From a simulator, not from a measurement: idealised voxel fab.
Herein follows the process module entitled voxel capacitor over wiring.
Square cells of 5 nm make up the cross-section cut, whose width is 155 nm.
Square cells in a grid make up a cross-section in this document, and the grid is given as bands, listed from the top down, each one or more rows of cells.
For a band, the entry starts with two heights in nm, that of the top and then that of the bottom, and carries on with the band's materials in order from left to right, each alongside its width in nm; the word "everywhere" beside a single material means it fills the band edge to edge, and "air" means empty space.
Zero point of the height axis is 0; under it, received wafer = one material. Lowest band: continues down indefinitely, "0 -> down".
A width given as "30 to 40" starts at the first number in the band's top row and ends at the second number in its bottom row, shifting by an equal amount at every step from row to row.
Where the words "same as before" appear for a step, the cross-section shows no cell changed by that step; every cell remained as before.
"Closed void table" lists enclosed empty spaces (at least 8 cells, no open path upward to the top), each as width x height at distance from the left edge, in nm.
What comes after the settings on a step's line is commentary from the simulator itself on that step.
For masked steps, "overlay nm" on the step line gives how far right of plan the mask actually lay; a minus sign means it lay to the left.

Process steps (planned)
step 1: op RECEIVE | material Si
step 2: op CONFORMAL_DEP | material SiO2 | thk nm 15
step 3: op CONFORMAL_DEP | material SiCN | thk nm 5
step 4: op DIRECTIONAL_DEP | material SiO2 | thk nm 25
step 5: op DIRECTIONAL_DEP | material aC | thk nm 10
step 6: op PATTERN | tone open | mask id METAL_1 | material resist | width nm 30 | pitch nm 95 | thk nm 30 | overlay nm 0
step 7: op DIRECTIONAL_ETCH | etch materials aC | depth nm 10
step 8: op STRIP | etch materials resist
step 9: op DIRECTIONAL_ETCH | etch materials SiO2 | depth nm 25
step 10: op DIRECTIONAL_ETCH | etch materials SiCN | depth nm 5
step 11: op STRIP | etch materials aC
step 12: op CONFORMAL_DEP | material TiN | thk nm 5
step 13: op FILL_DEP | material Cu | thk nm 10
step 14: op CMP | height nm 45
step 15: op CONFORMAL_DEP | material SiCN | thk nm 5
step 16: op DIRECTIONAL_DEP | material SiO2 | thk nm 10
step 17: op MASKED_ETCH | tone open | mask id PLUG_1 | width nm 15 | etch materials SiO2 | depth nm 10 | overlay nm 0
step 18: op MASKED_ETCH | tone open | mask id PLUG_1 | width nm 15 | etch materials SiCN | depth nm 5 | overlay nm 0
step 19: op CONFORMAL_DEP | material TiN | thk nm 5
step 20: op FILL_DEP | material W | thk nm 10
step 21: op CMP | height nm 60
step 22: op DIRECTIONAL_DEP | material TiN | thk nm 10
step 23: op DIRECTIONAL_DEP | material HfO2 | thk nm 5
step 24: op DIRECTIONAL_DEP | material TiN | thk nm 10
step 25: op PATTERN | tone cover | mask id UPPER_PLATE | material resist | width nm 70 | thk nm 15 | overlay nm 0
step 26: op DIRECTIONAL_ETCH | etch materials TiN | depth nm 10
step 27: op DIRECTIONAL_ETCH | etch materials HfO2 | depth nm 5
step 28: op STRIP | etch materials resist
step 29: op DIRECTIONAL_DEP | material aC | thk nm 10
step 30: op PATTERN | tone cover | mask id LOWER_PLATE | material resist | width nm 80 | thk nm 25 | overlay nm 0
step 31: op DIRECTIONAL_ETCH | etch materials aC | depth nm 10
step 32: op STRIP | etch materials resist
step 33: op DIRECTIONAL_ETCH | etch materials TiN | depth nm 10
step 34: op STRIP | etch materials aC
step 35: op FILL_DEP | material SiO2 | thk nm 20
step 36: op CMP | height nm 100
step 37: op MASKED_ETCH | tone open | mask id PLUG_2 | width nm 15 | etch materials SiO2 | depth nm 15 | overlay nm 0
step 38: op CONFORMAL_DEP | material TiN | thk nm 5
step 39: op FILL_DEP | material Ru | thk nm 10
step 40: op CMP | height nm 100
step 41: op CONFORMAL_DEP | material SiCN | thk nm 5

Cross-section of the wafer upon arrival, representing the state reached after step 1
* 0 -> down = Si everywhere
* Closed void table: none

End-of-module XS, first of two wafers, run as planned
* 105 -> 100 = SiCN everywhere
* 100 -> 90 = 40 of SiO2  5 of TiN  5 of Ru  5 of TiN  100 of SiO2
* 90 -> 85 = 40 of SiO2  15 of TiN  100 of SiO2
* 85 -> 75 = 30 of SiO2  70 of TiN  55 of SiO2
* 75 -> 70 = 30 of SiO2  70 of HfO2  55 of SiO2
* 70 -> 60 = 25 of SiO2  80 of TiN  50 of SiO2
* 60 -> 50 = 30 of SiO2  5 of TiN  5 of W  5 of TiN  110 of SiO2
* 50 -> 45 = 30 of SiCN  15 of TiN  110 of SiCN
* 45 -> 20 = 15 of SiO2  5 of TiN  20 of Cu  5 of TiN  65 of SiO2  5 of TiN  20 of Cu  5 of TiN  15 of SiO2
* 20 -> 15 = 15 of SiCN  30 of TiN  65 of SiCN  30 of TiN  15 of SiCN
* 15 -> 0 = SiO2 everywhere
* 0 -> down = Si everywhere
* Closed void table: none

Here's the second of our two wafers sectioned at module end. Same start as the first, same plan, but one mistake got made running it
* 105 -> 100 = SiCN everywhere
* 100 -> 90 = 40 of SiO2  5 of TiN  5 of Ru  5 of TiN  100 of SiO2
* 90 -> 85 = 40 of SiO2  15 of TiN  100 of SiO2
* 85 -> 75 = 25 of SiO2  65 of TiN  65 of SiO2
* 75 -> 70 = 20 of SiO2  70 of HfO2  65 of SiO2
* 70 -> 60 = 20 of SiO2  85 of TiN  50 of SiO2
* 60 -> 50 = 30 of SiO2  5 of TiN  5 of W  5 of TiN  110 of SiO2
* 50 -> 45 = 30 of SiCN  15 of TiN  110 of SiCN
* 45 -> 20 = 15 of SiO2  5 of TiN  20 of Cu  5 of TiN  65 of SiO2  5 of TiN  20 of Cu  5 of TiN  15 of SiO2
* 20 -> 15 = 15 of SiCN  30 of TiN  65 of SiCN  30 of TiN  15 of SiCN
* 15 -> 0 = SiO2 everywhere
* 0 -> down = Si everywhere
* Closed void table: none
Against the plan, the run slipped here: step 25 off recipe, ran as op PATTERN | tone cover | mask id UPPER_PLATE | material resist | width nm 70 | thk nm 15 | overlay nm -10
at the end the second wafer has, in cells: as many of each material as the first, in other places
